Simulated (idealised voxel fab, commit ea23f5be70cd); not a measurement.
Proc. module: voxel released beams
cross-section cut | 265 nm wide | cells 5 nm
A cross-section is a grid of square cells, given in bands from the top down. A band is one or more rows of cells. This entry defines a band. It first specifies the height of the band's top and the height of its bottom in nm, and then specifies the band's materials from left to right, stating each material with its width in nm. The word "throughout" identifies a single material that fills the band from edge to edge, while the word "empty" identifies empty space. It should be noted that heights are counted from 0, beneath which the wafer as supplied is of one material throughout, and that the lowest band possesses no lower boundary but continues downward, as written in "top 0, no bottom". Width: "30 to 40" (first number = top row, second number = bottom row, same change from row to row of cells). "changes: none" after a step means that no cell of the cross-section changed. Closed internal cavities: empty space of 8 cells or more with no open way to the top, each as width x height at its distance from the left edge, in nm. Where a step's line continues beyond its settings, the continuation is a remark by the simulator itself on that step. The optional step-line setting "overlay nm" applies to steps with a mask and quantifies how far to the right of its planned location the mask lay, a negative value indicating leftward placement.
### plan
| 1 | RECEIVE (material Si) |
| 2 | CONFORMAL_DEP (material SiN; thk nm 10) |
| 3 | DIRECTIONAL_DEP (material SiO2; thk nm 15) |
| 4 | DIRECTIONAL_DEP (material aC; thk nm 15) |
| 5 | PATTERN (tone open; mask id ANCHOR; material resist; width nm 25; thk nm 35; overlay nm 0) |
| 6 | DIRECTIONAL_ETCH (etch materials aC; depth nm 15) |
| 7 | STRIP (etch materials resist) |
| 8 | DIRECTIONAL_ETCH (etch materials SiO2; depth nm 15) |
| 9 | STRIP (etch materials aC) |
| 10 | CONFORMAL_DEP (material polySi; thk nm 10) |
| 11 | PATTERN (tone cover; mask id BEAM; material resist; width nm 70; thk nm 20; overlay nm 0) |
| 12 | DIRECTIONAL_ETCH (etch materials polySi; depth nm 10) |
| 13 | STRIP (etch materials resist) |
| 14 | STRIP (etch materials SiO2) |
### Cross-section of the incoming wafer, state after step 1
* top 0, no bottom: Si throughout
* Closed internal cavities: none
### Module complete, cross-section. Starting point and plan per above. One mistake made in running the module
* top 25, bottom 15: empty 95 / polySi 15 / empty 5 / polySi 50 / empty 100
* top 15, bottom 10: empty 100 / polySi 10 / empty 5 / polySi 10 / empty 140
* top 10, bottom 0: empty 100 / polySi 25 / empty 140
* top 0, no bottom: Si throughout
* Closed internal cavities: none
Heads up, the wafer didn't run the way we planned it: step 2 was left out
